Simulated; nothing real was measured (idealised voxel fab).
process module | voxel wiring stack
cross-section cut | 225 nm wide | cells 5 nm
A cross-section is a grid of square cells, given in bands from the top down. A band is one or more rows of cells.
Each band's line starts with the height of the band's top and of its bottom, in nm. Then come its materials from left to right, each with its width in nm. One material with "throughout" fills the band from edge to edge. "air" is empty space.
Height 0 is the level under which the wafer as received is all one material. The lowest band goes on downwards, as in "0 down".
A width such as "30 to 40" changes by the same amount from each row of cells to the next, from the band's top row to its bottom row.
"no change" after a step means that no cell of the cross-section changed.
closed voids: empty space of 8 cells or more with no open way to the top, each as width x height at its distance from the left edge, in nm
after a step's settings: what the simulator itself notes on the step
overlay nm, on a step with a mask: how far to the right of its planned place the mask lay; to the left if negative
plan
1 op RECEIVE | material Si
2 op CONFORMAL_DEP | material SiO2 | thk nm 10
3 op CONFORMAL_DEP | material SiCN | thk nm 5
4 op DIRECTIONAL_DEP | material SiO2 | thk nm 25
5 op MASKED_ETCH | tone open | mask id METAL_1 | width nm 15 | pitch nm 45 | etch materials SiO2 | depth nm 25 | overlay nm 0
6 op MASKED_ETCH | tone open | mask id METAL_1 | width nm 25 | pitch nm 45 | etch materials SiCN | depth nm 5 | overlay nm 0
7 op CONFORMAL_DEP | material TiN | thk nm 5
8 op FILL_DEP | material Ru | thk nm 5
9 op CMP | height nm 40
10 op CONFORMAL_DEP | material SiCN | thk nm 5
11 op DIRECTIONAL_DEP | material lowk | thk nm 30
12 op PATTERN | tone open | mask id METAL_2_HOLES | material resist | width nm 15 | thk nm 20 | overlay nm 0
13 op DIRECTIONAL_ETCH | etch materials lowk | depth nm 30
14 op STRIP | etch materials resist
15 op PATTERN | tone open | mask id METAL_2 | material resist | width nm 25 | pitch nm 45 | thk nm 15 | overlay nm 0
16 op DIRECTIONAL_ETCH | etch materials lowk | depth nm 15
17 op DIRECTIONAL_ETCH | etch materials SiCN | depth nm 5
18 op STRIP | etch materials resist
19 op CONFORMAL_DEP | material TiN | thk nm 5
20 op FILL_DEP | material Cu | thk nm 5
21 op CMP | height nm 75
22 op CONFORMAL_DEP | material SiCN | thk nm 5
23 op DIRECTIONAL_DEP | material SiO2 | thk nm 20
24 op PATTERN | tone open | mask id PLUG_2 | material resist | width nm 15 | pitch nm 45 | thk nm 20 | overlay nm 0
25 op DIRECTIONAL_ETCH | etch materials SiO2 | depth nm 20
26 op DIRECTIONAL_ETCH | etch materials SiCN | depth nm 5
27 op STRIP | etch materials resist
28 op EPI | material Ru | thk nm 10
29 op EPI | material Ru | thk nm 10
30 op EPI | material Ru | thk nm 5
31 op DIRECTIONAL_DEP | material TiN | thk nm 5
32 op DIRECTIONAL_DEP | material Ru | thk nm 20
33 op DIRECTIONAL_DEP | material aC | thk nm 15
34 op PATTERN | tone cover | mask id METAL_3 | material resist | width nm 25 | pitch nm 45 | thk nm 30 | overlay nm 0
35 op DIRECTIONAL_ETCH | etch materials aC | depth nm 15
36 op STRIP | etch materials resist
37 op DIRECTIONAL_ETCH | etch materials Ru | depth nm 20
38 op DIRECTIONAL_ETCH | etch materials TiN | depth nm 5
39 op STRIP | etch materials aC
40 op FILL_DEP | material SiO2 | thk nm 10
41 op CMP | height nm 125
42 op CONFORMAL_DEP | material SiCN | thk nm 5
varied across the wafers: width nm of step 5. The plan shows the first wafer's value. All wafers start alike
first wafer as received, after step 1
  0 down: Si throughout
  closed voids: none
first wafer at the end, after step 42
  130 to 125: SiCN throughout
  125 to 105: SiO2 75 | Ru 25 | SiO2 20 | Ru 25 | SiO2 80
  105 to 100: SiO2 75 | TiN 25 | SiO2 20 | TiN 25 | SiO2 80
  100 to 80: SiO2 75 | Ru 15 | SiO2 30 | Ru 15 | SiO2 90
  80 to 75: SiCN 75 | Ru 15 | SiCN 30 | Ru 15 | SiCN 90
  75 to 65: lowk 75 | TiN 5 | Cu 15 | TiN 5 | lowk 20 | TiN 5 | Cu 15 | TiN 5 | lowk 80
  65 to 60: lowk 75 | TiN 5 | Cu 5 | TiN 15 | lowk 20 | TiN 25 | lowk 80
  60 to 45: lowk 75 | TiN 5 | Cu 5 | TiN 5 | lowk 135
  45 to 40: SiCN 75 | TiN 15 | SiCN 135
  40 to 15: SiO2 80 | TiN 5 | Ru 5 | TiN 5 | SiO2 30 | TiN 5 | Ru 5 | TiN 5 | SiO2 85
  15 to 10: SiCN 80 | TiN 15 | SiCN 30 | TiN 15 | SiCN 85
  10 to 0: SiO2 throughout
  0 down: Si throughout
  closed voids: none
last wafer at the end
  130 to 125: SiCN throughout
  125 to 105: SiO2 75 | Ru 25 | SiO2 20 | Ru 25 | SiO2 80
  105 to 100: SiO2 75 | TiN 25 | SiO2 20 | TiN 25 | SiO2 80
  100 to 80: SiO2 75 | Ru 15 | SiO2 30 | Ru 15 | SiO2 90
  80 to 75: SiCN 75 | Ru 15 | SiCN 30 | Ru 15 | SiCN 90
  75 to 65: lowk 75 | TiN 5 | Cu 15 | TiN 5 | lowk 20 | TiN 5 | Cu 15 | TiN 5 | lowk 80
  65 to 60: lowk 75 | TiN 5 | Cu 5 | TiN 15 | lowk 20 | TiN 25 | lowk 80
  60 to 45: lowk 75 | TiN 5 | Cu 5 | TiN 5 | lowk 135
  45 to 40: SiCN 75 | TiN 15 | SiCN 135
  40 to 20: SiO2 75 | TiN 5 | Ru 20 | TiN 5 | SiO2 15 | TiN 5 | Ru 20 | TiN 5 | SiO2 75
  20 to 15: SiO2 75 | TiN 5 | Ru 15 | TiN 10 | SiO2 15 | TiN 5 | Ru 15 | TiN 10 | SiO2 75
  15 to 10: SiCN 75 | TiN 25 | SiCN 20 | TiN 25 | SiCN 80
  10 to 0: SiO2 throughout
  0 down: Si throughout
  closed voids: none
each wafer at the end: cells of each material gained (+) or lost (-) since it was received, then its closed voids
width nm 15 | +16 Cu | +80 Ru | +165 SiCN | +616 SiO2 | +62 TiN | +231 lowk | closed voids: none
width nm 20 | +16 Cu | +90 Ru | +163 SiCN | +606 SiO2 | +64 TiN | +231 lowk | closed voids: none
width nm 25 | +16 Cu | +100 Ru | +161 SiCN | +596 SiO2 | +66 TiN | +231 lowk | closed voids: none
width nm 30 | +16 Cu | +108 Ru | +161 SiCN | +586 SiO2 | +68 TiN | +231 lowk | closed voids: none
